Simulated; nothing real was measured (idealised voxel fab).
This is a process module. Its name is voxel air gaps.
We display cut, a cross-section 210 nm in width whose square cells are each 5 nm.
Reading order for cross-sections: top band down to bottom band. Underlying form: a grid of square cells. Band size: one or more rows of cells.
Quick guide to a band line: top height, bottom height (nm) up front; then every material left to right with its width in nm. Only one material and it's marked "all across"? Then it fills the band edge to edge. And "air" just means empty space.
Ref level 0: as-received wafer is one material below here. Bottom band extends down with no lower bound ("0 nm and below").
A two-number width, for instance "30->40", indicates that the width is equal to the first number in the top row of the band and to the second number in the bottom row, and that it changes by a constant amount per row of cells.
Any step labelled "changes: none" changed none of the cells in the cross-section.
In "Unvented cavities" the enclosed voids are listed, meaning empty spaces of 8 cells or larger without any opening to the top. The form is width x height at distance, distance from the left edge, units nm.
Read whatever lies past the settings on a step's line as the simulator's own remark about the step.
overlay nm: for a step with a mask, the amount by which the mask lay right of where it was planned; a negative amount means left of it.

The process steps that were planned are listed below:
| 1 | RECEIVE | material Si |
| 2 | CONFORMAL_DEP | material SiO2 | thk nm 15 |
| 3 | CONFORMAL_DEP | material SiCN | thk nm 5 |
| 4 | DIRECTIONAL_DEP | material lowk | thk nm 40 |
| 5 | PATTERN | tone open | mask id LINES | material resist | width nm 20 | pitch nm 45 | thk nm 20 | overlay nm 0 |
| 6 | DIRECTIONAL_ETCH | etch materials lowk | depth nm 40 |
| 7 | STRIP | etch materials resist |
| 8 | CONFORMAL_DEP | material TiN | thk nm 5 |
| 9 | FILL_DEP | material W | thk nm 10 |
| 10 | CMP | height nm 60 |
| 11 | EPI | material Ru | thk nm 10 |
| 12 | SELECTIVE_ETCH | etch materials lowk | depth nm 50 |
| 13 | CONFORMAL_DEP | material SiCN | thk nm 5 |

as received, after step 1:
0 nm and below = Si all across
Unvented cavities: none

Module complete - cross-section of the first of two wafers, run according to plan:
75 nm to 70 nm = air=35, SiCN=140, air=35
70 nm to 60 nm = air=35, SiCN=5, Ru=40, SiCN=5, Ru=40, SiCN=5, Ru=40, SiCN=5, air=35
60 nm to 55 nm = air=35, SiCN=15, TiN=5, W=10, TiN=5, SiCN=25, TiN=5, W=10, TiN=5, SiCN=25, TiN=5, W=10, TiN=5, SiCN=15, air=35
55 nm to 25 nm = air=45, SiCN=5, TiN=5, W=10, TiN=5, SiCN=5, air=15, SiCN=5, TiN=5, W=10, TiN=5, SiCN=5, air=15, SiCN=5, TiN=5, W=10, TiN=5, SiCN=5, air=45
25 nm to 20 nm = SiCN=50, TiN=20, SiCN=25, TiN=20, SiCN=25, TiN=20, SiCN=50
20 nm to 15 nm = SiCN all across
15 nm to 0 nm = SiO2 all across
0 nm and below = Si all across
Unvented cavities: 15 x 30 at 75; 15 x 30 at 120

So this is wafer number two of the two, cut at the end of the module - it started where the first did and had the same plan, we just got one thing wrong running it:
75 nm to 70 nm = air=35, SiCN=140, air=35
70 nm to 60 nm = air=35, SiCN=5, Ru=40, SiCN=5, Ru=40, SiCN=5, Ru=40, SiCN=5, air=35
60 nm to 55 nm = air=35, SiCN=15, TiN=5, W=10, TiN=5, SiCN=25, TiN=5, W=10, TiN=5, SiCN=25, TiN=5, W=10, TiN=5, SiCN=15, air=35
55 nm to 25 nm = air=45, SiCN=5, TiN=5, W=10, TiN=5, SiCN=5, air=15, SiCN=5, TiN=5, W=10, TiN=5, SiCN=5, air=15, SiCN=5, TiN=5, W=10, TiN=5, SiCN=5, air=45
25 nm to 20 nm = SiCN=50, TiN=20, SiCN=25, TiN=20, SiCN=25, TiN=20, SiCN=50
20 nm to 5 nm = SiO2 all across
5 nm to 0 nm = SiCN all across
0 nm and below = Si all across
Unvented cavities: 15 x 30 at 75; 15 x 30 at 120
Here's what went sideways: the intended sequence of steps 2 and 3 was reversed during processing, with each occupying the position of the other
Final state: per-material cell counts identical on both wafers; locations differ.
